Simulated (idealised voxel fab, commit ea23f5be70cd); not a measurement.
The document below concerns the process module designated voxel gate over fins.
The figure presents cross-section cut, which has a width of 250 nm and is divided into square cells with an edge length of 5 nm.
Bands, listed from the top down, are how a cross-section gets written in this document; the cross-section itself is a grid of square cells, and a band is one or more rows of them.
For a band, the entry starts with two heights in nm, that of the top and then that of the bottom, and carries on with the band's materials in order from left to right, each alongside its width in nm; the word "edge to edge" beside a single material means it fills the band edge to edge, and "blank" means empty space.
Below 0: as-received wafer, all one material; heights counted from there. Lowest band: no bottom, goes on down, written "0 nm and below".
You'd read "30 to 40" like this: the band's top row of cells is as wide as the first number, its bottom row is as wide as the second, and going down, every row changes width by the same amount as the row before did.
Key: "identical to before" - step with no changed cell in the cross-section.
"Sealed cavities": sealed empty spaces, 8 cells or more, no open way to top, listed width x height at distance, with distance from the left edge and width, height and distance in nm.
If you see something after the settings on a step's line, that's the simulator's own remark about that step.
The "overlay nm" setting may appear on a step's line; for a step that uses a mask, it gives how far to the right of its planned position the mask lay, and a negative value indicates the left.
-- Intended process steps
1,RECEIVE with material Si
2,CONFORMAL_DEP with material SiN, thk nm 5
3,PATTERN with tone cover, mask id FINS, material resist, width nm 15, pitch nm 35, thk nm 20, overlay nm 0
4,DIRECTIONAL_ETCH with etch materials SiN, depth nm 5
5,DIRECTIONAL_ETCH with etch materials Si, depth nm 30
6,STRIP with etch materials resist
7,FILL_DEP with material SiO2, thk nm 10
8,CMP with height nm 5
9,SELECTIVE_ETCH with etch materials SiO2, depth nm 15
10,STRIP with etch materials SiN
11,CONFORMAL_DEP with material HfO2, thk nm 5
12,CONFORMAL_DEP with material TiN, thk nm 5
13,FILL_DEP with material W, thk nm 15
14,CMP with height nm 20
15,CONFORMAL_DEP with material SiN, thk nm 5
-- Here's what the wafer looked like in cross-section when it arrived - that's after step 1
- 0 nm and below: Si edge to edge
- Sealed cavities: none
-- Here's the cross-section of the first of our two wafers at the end of the module - it ran as planned
- 25 nm to 20 nm: SiN edge to edge
- 20 nm to 10 nm: W edge to edge
- 10 nm to 5 nm: 70 W  105 TiN  75 W
- 5 nm to 0 nm: 70 W  5 TiN  25 HfO2  10 TiN  25 HfO2  10 TiN  25 HfO2  5 TiN  75 W
- 0 nm to -5 nm: 75 TiN  5 HfO2  15 Si  5 HfO2  10 TiN  5 HfO2  15 Si  5 HfO2  10 TiN  5 HfO2  15 Si  5 HfO2  80 TiN
- -5 nm to -10 nm: 80 HfO2  15 Si  20 HfO2  15 Si  20 HfO2  15 Si  85 HfO2
- -10 nm to -30 nm: 80 SiO2  15 Si  20 SiO2  15 Si  20 SiO2  15 Si  85 SiO2
- -30 nm and below: Si edge to edge
- Sealed cavities: none
-- Cross-sectional image of the second wafer of the two following completion of the module. Starting state and process plan were the same as for the first wafer; one execution error occurred
- 25 nm to 20 nm: SiN edge to edge
- 20 nm to 10 nm: W edge to edge
- 10 nm to 5 nm: 70 W  105 TiN  75 W
- 5 nm to 0 nm: 70 W  5 TiN  25 SiN  10 TiN  25 SiN  10 TiN  25 SiN  5 TiN  75 W
- 0 nm to -5 nm: 75 TiN  5 SiN  15 Si  5 SiN  10 TiN  5 SiN  15 Si  5 SiN  10 TiN  5 SiN  15 Si  5 SiN  80 TiN
- -5 nm to -10 nm: 80 SiN  15 Si  20 SiN  15 Si  20 SiN  15 Si  85 SiN
- -10 nm to -30 nm: 80 SiO2  15 Si  20 SiO2  15 Si  20 SiO2  15 Si  85 SiO2
- -30 nm and below: Si edge to edge
- Sealed cavities: none
What went wrong in running the wafer? step 11 changed vs plan, executed as CONFORMAL_DEP with material SiN, thk nm 5
Wafer comparison, final, in cells, second relative to first, materials more or fewer: HfO2: 62 fewer, SiN: 62 more
